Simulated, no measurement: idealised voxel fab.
Title: Process Module voxel wiring stack
The cross-section shown here is cut; it is 300 nm wide and divided into square cells measuring 5 nm on a side.
Square cells in a grid make up a cross-section in this document, and the grid is given as bands, listed from the top down, each one or more rows of cells.
Quick guide to a band line: top height, bottom height (nm) up front; then every material left to right with its width in nm. Only one material and it's marked "everywhere"? Then it fills the band edge to edge. And "air" just means empty space.
For the purposes of this specification, 0 denotes the height below which the wafer in its as-received condition is composed wholly of one material, and the lowermost band, lacking a lower limit, extends downward without end, as expressed in "z 0 and below".
You'd read "30..40" like this: the band's top row of cells is as wide as the first number, its bottom row is as wide as the second, and going down, every row changes width by the same amount as the row before did.
"same as before", as given for a step, is the statement that not any cell of the cross-section underwent a change during that step.
Under "Voids, sealed" you'll find the enclosed gaps, the ones with no way out to the top, that are 8 cells or bigger; each reads width x height at distance, with distance counted from the left edge, everything in nm.
Anything after a step's settings on that line? It's the simulator's own note about the step.
overlay nm: how far to the right of its planned place the mask lay on this masked step (negative: to the left).
[plan]
| 1 | RECEIVE, material Si |
| 2 | CONFORMAL_DEP, material SiO2, thk nm 15 |
| 3 | CONFORMAL_DEP, material SiN, thk nm 5 |
| 4 | DIRECTIONAL_DEP, material lowk, thk nm 25 |
| 5 | DIRECTIONAL_DEP, material aC, thk nm 10 |
| 6 | PATTERN, tone open, mask id METAL_1, material resist, width nm 30, pitch nm 55, thk nm 30, overlay nm 0 |
| 7 | DIRECTIONAL_ETCH, etch materials aC, depth nm 10 |
| 8 | STRIP, etch materials resist |
| 9 | DIRECTIONAL_ETCH, etch materials lowk, depth nm 25 |
| 10 | DIRECTIONAL_ETCH, etch materials SiN, depth nm 5 |
| 11 | STRIP, etch materials aC |
| 12 | CONFORMAL_DEP, material TiN, thk nm 5 |
| 13 | FILL_DEP, material Cu, thk nm 5 |
| 14 | CMP, height nm 45 |
| 15 | CONFORMAL_DEP, material SiCN, thk nm 5 |
| 16 | DIRECTIONAL_DEP, material lowk, thk nm 15 |
| 17 | MASKED_ETCH, tone open, mask id PLUG_1, width nm 15, pitch nm 55, etch materials lowk, depth nm 15, overlay nm 0 |
| 18 | MASKED_ETCH, tone open, mask id PLUG_1, width nm 15, pitch nm 55, etch materials SiCN, depth nm 5, overlay nm 0 |
| 19 | EPI, material Ru, thk nm 10 |
| 20 | EPI, material Ru, thk nm 10 |
| 21 | DIRECTIONAL_DEP, material TiN, thk nm 5 |
| 22 | DIRECTIONAL_DEP, material Ru, thk nm 15 |
| 23 | DIRECTIONAL_DEP, material aC, thk nm 15 |
| 24 | PATTERN, tone cover, mask id METAL_2, material resist, width nm 30, pitch nm 55, thk nm 35, overlay nm 0 |
| 25 | DIRECTIONAL_ETCH, etch materials aC, depth nm 15 |
| 26 | STRIP, etch materials resist |
| 27 | DIRECTIONAL_ETCH, etch materials Ru, depth nm 15 |
| 28 | DIRECTIONAL_ETCH, etch materials TiN, depth nm 5 |
| 29 | STRIP, etch materials aC |
| 30 | CONFORMAL_DEP, material SiCN, thk nm 5 |
| 31 | FILL_DEP, material SiO2, thk nm 5 |
| 32 | CMP, height nm 85 |
| 33 | CONFORMAL_DEP, material SiCN, thk nm 5 |
| 34 | DIRECTIONAL_DEP, material SiO2, thk nm 20 |
| 35 | PATTERN, tone open, mask id PLUG_2, material resist, width nm 15, pitch nm 55, thk nm 15, overlay nm 0 |
| 36 | DIRECTIONAL_ETCH, etch materials SiO2, depth nm 20 |
| 37 | DIRECTIONAL_ETCH, etch materials SiCN, depth nm 5 |
| 38 | STRIP, etch materials resist |
| 39 | CONFORMAL_DEP, material TiN, thk nm 5 |
| 40 | FILL_DEP, material Ru, thk nm 10 |
| 41 | CMP, height nm 110 |
| 42 | CONFORMAL_DEP, material SiCN, thk nm 5 |
| 43 | DIRECTIONAL_DEP, material lowk, thk nm 20 |
| 44 | PATTERN, tone open, mask id METAL_3, material resist, width nm 30, pitch nm 55, thk nm 15, overlay nm 0 |
| 45 | DIRECTIONAL_ETCH, etch materials lowk, depth nm 20 |
| 46 | DIRECTIONAL_ETCH, etch materials SiCN, depth nm 5 |
| 47 | STRIP, etch materials resist |
| 48 | CONFORMAL_DEP, material TiN, thk nm 5 |
| 49 | FILL_DEP, material Ru, thk nm 5 |
| 50 | CMP, height nm 135 |
| 51 | CONFORMAL_DEP, material SiCN, thk nm 5 |
| 52 | DIRECTIONAL_DEP, material SiO2, thk nm 20 |
| 53 | DIRECTIONAL_DEP, material aC, thk nm 10 |
| 54 | PATTERN, tone open, mask id PLUG_3, material resist, width nm 15, pitch nm 55, thk nm 25, overlay nm 0 |
| 55 | DIRECTIONAL_ETCH, etch materials aC, depth nm 10 |
| 56 | STRIP, etch materials resist |
| 57 | DIRECTIONAL_ETCH, etch materials SiO2, depth nm 20 |
| 58 | DIRECTIONAL_ETCH, etch materials SiCN, depth nm 5 |
| 59 | STRIP, etch materials aC |
| 60 | CONFORMAL_DEP, material TiN, thk nm 5 |
| 61 | FILL_DEP, material W, thk nm 5 |
| 62 | CMP, height nm 160 |
| 63 | CONFORMAL_DEP, material SiCN, thk nm 5 |
| 64 | DIRECTIONAL_DEP, material SiO2, thk nm 15 |
| 65 | MASKED_ETCH, tone open, mask id METAL_4, width nm 30, pitch nm 55, etch materials SiO2, depth nm 15, overlay nm 0 |
| 66 | MASKED_ETCH, tone open, mask id METAL_4, width nm 30, pitch nm 55, etch materials SiCN, depth nm 5, overlay nm 0 |
| 67 | CONFORMAL_DEP, material TiN, thk nm 5 |
| 68 | FILL_DEP, material Ru, thk nm 5 |
| 69 | CMP, height nm 180 |
| 70 | EPI, material Ru, thk nm 5 |
| 71 | FILL_DEP, material SiCN, thk nm 5 |
[Cross-section of the wafer as it came to us, i.e., already through step 1]
	z 0 and below: Si everywhere
	Voids, sealed: none
[End-of-module cross-section of the first of two wafers, processed as planned]
	z 190 to 185: SiCN everywhere
	z 185 to 180: SiCN (75)  Ru (40)  SiCN (15)  Ru (40)  SiCN (15)  Ru (40)  SiCN (75)
	z 180 to 165: SiO2 (80)  TiN (5)  Ru (20)  TiN (5)  SiO2 (25)  TiN (5)  Ru (20)  TiN (5)  SiO2 (25)  TiN (5)  Ru (20)  TiN (5)  SiO2 (80)
	z 165 to 160: SiCN (80)  TiN (30)  SiCN (25)  TiN (30)  SiCN (25)  TiN (30)  SiCN (80)
	z 160 to 140: SiO2 (80)  TiN (5)  W (5)  TiN (5)  SiO2 (40)  TiN (5)  W (5)  TiN (5)  SiO2 (40)  TiN (5)  W (5)  TiN (5)  SiO2 (95)
	z 140 to 135: SiCN (80)  TiN (15)  SiCN (40)  TiN (15)  SiCN (40)  TiN (15)  SiCN (95)
	z 135 to 115: lowk (80)  TiN (5)  Ru (20)  TiN (5)  lowk (25)  TiN (5)  Ru (20)  TiN (5)  lowk (25)  TiN (5)  Ru (20)  TiN (5)  lowk (80)
	z 115 to 110: SiCN (80)  TiN (30)  SiCN (25)  TiN (30)  SiCN (25)  TiN (30)  SiCN (80)
	z 110 to 90: SiO2 (80)  TiN (5)  Ru (5)  TiN (5)  SiO2 (40)  TiN (5)  Ru (5)  TiN (5)  SiO2 (40)  TiN (5)  Ru (5)  TiN (5)  SiO2 (95)
	z 90 to 85: SiCN (80)  TiN (15)  SiCN (40)  TiN (15)  SiCN (40)  TiN (15)  SiCN (95)
	z 85 to 70: SiO2 (75)  SiCN (5)  Ru (30)  SiCN (5)  SiO2 (15)  SiCN (5)  Ru (30)  SiCN (5)  SiO2 (15)  SiCN (5)  Ru (30)  SiCN (5)  SiO2 (75)
	z 70 to 65: SiCN (80)  TiN (30)  SiCN (25)  TiN (30)  SiCN (25)  TiN (30)  SiCN (80)
	z 65 to 50: lowk (80)  Ru (15)  lowk (40)  Ru (15)  lowk (40)  Ru (15)  lowk (95)
	z 50 to 45: SiCN (80)  Ru (15)  SiCN (40)  Ru (15)  SiCN (40)  Ru (15)  SiCN (95)
	z 45 to 20: lowk (80)  TiN (5)  Cu (20)  TiN (5)  lowk (25)  TiN (5)  Cu (20)  TiN (5)  lowk (25)  TiN (5)  Cu (20)  TiN (5)  lowk (80)
	z 20 to 15: SiN (80)  TiN (30)  SiN (25)  TiN (30)  SiN (25)  TiN (30)  SiN (80)
	z 15 to 0: SiO2 everywhere
	z 0 and below: Si everywhere
	Voids, sealed: none
[This is the second of the two wafers, cross-sectioned at the end of the module; it started exactly like the first and was given the same plan, but it was run with one mistake]
	z 190 to 185: SiCN everywhere
	z 185 to 180: SiCN (75)  Ru (40)  SiCN (15)  Ru (40)  SiCN (15)  Ru (40)  SiCN (75)
	z 180 to 165: SiO2 (80)  TiN (5)  Ru (20)  TiN (5)  SiO2 (25)  TiN (5)  Ru (20)  TiN (5)  SiO2 (25)  TiN (5)  Ru (20)  TiN (5)  SiO2 (80)
	z 165 to 160: SiCN (80)  TiN (30)  SiCN (25)  TiN (30)  SiCN (25)  TiN (30)  SiCN (80)
	z 160 to 140: SiO2 (80)  TiN (5)  W (5)  TiN (5)  SiO2 (40)  TiN (5)  W (5)  TiN (5)  SiO2 (40)  TiN (5)  W (5)  TiN (5)  SiO2 (95)
	z 140 to 135: SiCN (80)  TiN (15)  SiCN (40)  TiN (15)  SiCN (40)  TiN (15)  SiCN (95)
	z 135 to 115: lowk (80)  TiN (5)  Ru (20)  TiN (5)  lowk (25)  TiN (5)  Ru (20)  TiN (5)  lowk (25)  TiN (5)  Ru (20)  TiN (5)  lowk (80)
	z 115 to 110: SiCN (80)  TiN (30)  SiCN (25)  TiN (30)  SiCN (25)  TiN (30)  SiCN (80)
	z 110 to 90: SiO2 (80)  TiN (5)  Ru (5)  TiN (5)  SiO2 (40)  TiN (5)  Ru (5)  TiN (5)  SiO2 (40)  TiN (5)  Ru (5)  TiN (5)  SiO2 (95)
	z 90 to 85: SiCN (80)  TiN (15)  SiCN (40)  TiN (15)  SiCN (40)  TiN (15)  SiCN (95)
	z 85 to 80: SiO2 (75)  SiCN (5)  Ru (30)  SiCN (5)  SiO2 (15)  SiCN (5)  Ru (30)  SiCN (5)  SiO2 (15)  SiCN (5)  Ru (30)  SiCN (5)  SiO2 (75)
	z 80 to 75: SiO2 (65)  SiCN (15)  TiN (25)  Ru (5)  SiCN (5)  SiO2 (5)  SiCN (15)  TiN (25)  Ru (5)  SiCN (5)  SiO2 (5)  SiCN (15)  TiN (25)  Ru (5)  SiCN (5)  SiO2 (75)
	z 75 to 70: SiO2 (65)  SiCN (5)  Ru (40)  SiCN (5)  SiO2 (5)  SiCN (5)  Ru (40)  SiCN (5)  SiO2 (5)  SiCN (5)  Ru (40)  SiCN (5)  SiO2 (75)
	z 70 to 65: SiCN (70)  Ru (35)  TiN (5)  SiCN (15)  Ru (35)  TiN (5)  SiCN (15)  Ru (35)  TiN (5)  SiCN (80)
	z 65 to 50: lowk (80)  Ru (15)  lowk (40)  Ru (15)  lowk (40)  Ru (15)  lowk (95)
	z 50 to 45: SiCN (80)  Ru (15)  SiCN (40)  Ru (15)  SiCN (40)  Ru (15)  SiCN (95)
	z 45 to 20: lowk (80)  TiN (5)  Cu (20)  TiN (5)  lowk (25)  TiN (5)  Cu (20)  TiN (5)  lowk (25)  TiN (5)  Cu (20)  TiN (5)  lowk (80)
	z 20 to 15: SiN (80)  TiN (30)  SiN (25)  TiN (30)  SiN (25)  TiN (30)  SiN (80)
	z 15 to 0: SiO2 everywhere
	z 0 and below: Si everywhere
	Voids, sealed: none
Deviation noted in wafer processing: run twice: one of 19 and 20 (all identical), which one unknown
End check, counted in cells, second wafer has more or fewer of these materials than the first: Ru +12, SiO2 -12
